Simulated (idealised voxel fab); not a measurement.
This is a process module. Its name is voxel gate over fins.
cross-section cut | 240 nm wide | cells 5 nm
Think of the cross-section as a grid of square cells. We describe it in bands, top to bottom, and each band covers one or more rows of those cells.
Band: top height; bottom height; in nm. Then, left to right: material with width in nm, for each material. "all across": a single material spanning edge to edge. "empty": empty space.
Where do heights start? At 0: under that level the wafer as delivered is made of one material only. And the lowest band has no floor; it just carries on downward, as in "0 down".
A width such as "30->40" changes by the same amount from each row of cells to the next, from the band's top row to its bottom row.
Where a step carries "same as before", the cross-section came out of it unchanged, cell for cell.
Closed void catalog: empty space of 8 cells or more with no open way to the top, each as width x height at its distance from the left edge, in nm
Whatever follows a step's settings on its line is a remark the simulator itself makes about that step.
Among the settings permitted on a step's line is "overlay nm"; applied to a step with a mask, it specifies the extent to which the mask lay to the right of its planned position, whereas a negative figure signifies a position to the left.

Steps planned for the process
1. RECEIVE (material Si)
2. CONFORMAL_DEP (material SiN; thk nm 10)
3. MASKED_ETCH (tone cover; mask id FINS; width nm 15; pitch nm 60; etch materials SiN; depth nm 10; overlay nm 0)
4. MASKED_ETCH (tone cover; mask id FINS; width nm 15; pitch nm 60; etch materials Si; depth nm 40; overlay nm 0)
5. FILL_DEP (material SiO2; thk nm 15)
6. CMP (height nm 5)
7. PATTERN (tone open; mask id RAIL; material resist; width nm 15; thk nm 15; overlay nm 0)
8. DIRECTIONAL_ETCH (etch materials SiO2; depth nm 45)
9. STRIP (etch materials resist)
10. CONFORMAL_DEP (material TiN; thk nm 5)
11. FILL_DEP (material W; thk nm 5)
12. CMP (height nm 10)
13. SELECTIVE_ETCH (etch materials W Ru TiN; depth nm 30)
14. FILL_DEP (material SiO2; thk nm 5)
15. CMP (height nm 10)
16. SELECTIVE_ETCH (etch materials SiO2; depth nm 25)
17. STRIP (etch materials SiN)
18. CONFORMAL_DEP (material HfO2; thk nm 5)
19. CONFORMAL_DEP (material TiN; thk nm 5)
20. FILL_DEP (material W; thk nm 10)
21. CMP (height nm 15)
22. CONFORMAL_DEP (material SiN; thk nm 10)
Wafer-to-wafer difference: height nm, step 6. Common start. Plan = first wafer's value.

Incoming state of the first of several wafers in cross-section: after step 1
    0 down  Si all across
    Closed void catalog: none

Once step 22, the last step, is complete, the module is at its end; this is the cross-section of the first of several wafers
    25 to 15  SiN all across
    15 to 10  W all across
    10 to 5  70 nm W  35 nm TiN  25 nm W  35 nm TiN  75 nm W
    5 to 0  70 nm W  5 nm TiN  25 nm HfO2  5 nm TiN  25 nm W  5 nm TiN  25 nm HfO2  5 nm TiN  75 nm W
    0 to -5  70 nm W  5 nm TiN  5 nm HfO2  15 nm Si  5 nm HfO2  5 nm TiN  25 nm W  5 nm TiN  5 nm HfO2  15 nm Si  5 nm HfO2  5 nm TiN  75 nm W
    -5 to -10  75 nm TiN  5 nm HfO2  15 nm Si  5 nm HfO2  35 nm TiN  5 nm HfO2  15 nm Si  5 nm HfO2  80 nm TiN
    -10 to -15  80 nm HfO2  15 nm Si  45 nm HfO2  15 nm Si  85 nm HfO2
    -15 to -20  80 nm SiO2  15 nm Si  45 nm SiO2  15 nm Si  85 nm SiO2
    -20 to -35  80 nm SiO2  15 nm Si  15 nm SiO2  5 nm TiN  5 nm W  5 nm TiN  15 nm SiO2  15 nm Si  85 nm SiO2
    -35 to -40  80 nm SiO2  15 nm Si  15 nm SiO2  15 nm TiN  15 nm SiO2  15 nm Si  85 nm SiO2
    -40 down  Si all across
    Closed void catalog: none

Showing the last wafer in cross-section at the end of the module
    25 to 15  SiN all across
    15 to 10  W all across
    10 to 5  70 nm W  35 nm TiN  25 nm W  35 nm TiN  75 nm W
    5 to 0  70 nm W  5 nm TiN  25 nm HfO2  5 nm TiN  25 nm W  5 nm TiN  25 nm HfO2  5 nm TiN  75 nm W
    0 to -5  70 nm W  5 nm TiN  5 nm HfO2  15 nm Si  5 nm HfO2  5 nm TiN  25 nm W  5 nm TiN  5 nm HfO2  15 nm Si  5 nm HfO2  5 nm TiN  75 nm W
    -5 to -10  75 nm TiN  5 nm HfO2  15 nm Si  5 nm HfO2  35 nm TiN  5 nm HfO2  15 nm Si  5 nm HfO2  80 nm TiN
    -10 to -15  80 nm HfO2  15 nm Si  45 nm HfO2  15 nm Si  85 nm HfO2
    -15 to -40  80 nm SiO2  15 nm Si  45 nm SiO2  15 nm Si  85 nm SiO2
    -40 down  Si all across
    Closed void catalog: none

Per wafer (row), end of module: delta in cells per material since receipt, (+) for gained, (-) for lost; closed voids after that
height nm 5 | +60 HfO2 | -336 Si | +96 SiN | +198 SiO2 | +69 TiN | +153 W | Closed void catalog: none
height nm 10 | +60 HfO2 | -336 Si | +96 SiN | +201 SiO2 | +67 TiN | +152 W | Closed void catalog: none
height nm 15 | +60 HfO2 | -336 Si | +96 SiN | +204 SiO2 | +65 TiN | +151 W | Closed void catalog: none
height nm 20 | +60 HfO2 | -336 Si | +96 SiN | +207 SiO2 | +63 TiN | +150 W | Closed void catalog: none
height nm 25 | +60 HfO2 | -336 Si | +96 SiN | +210 SiO2 | +60 TiN | +150 W | Closed void catalog: none
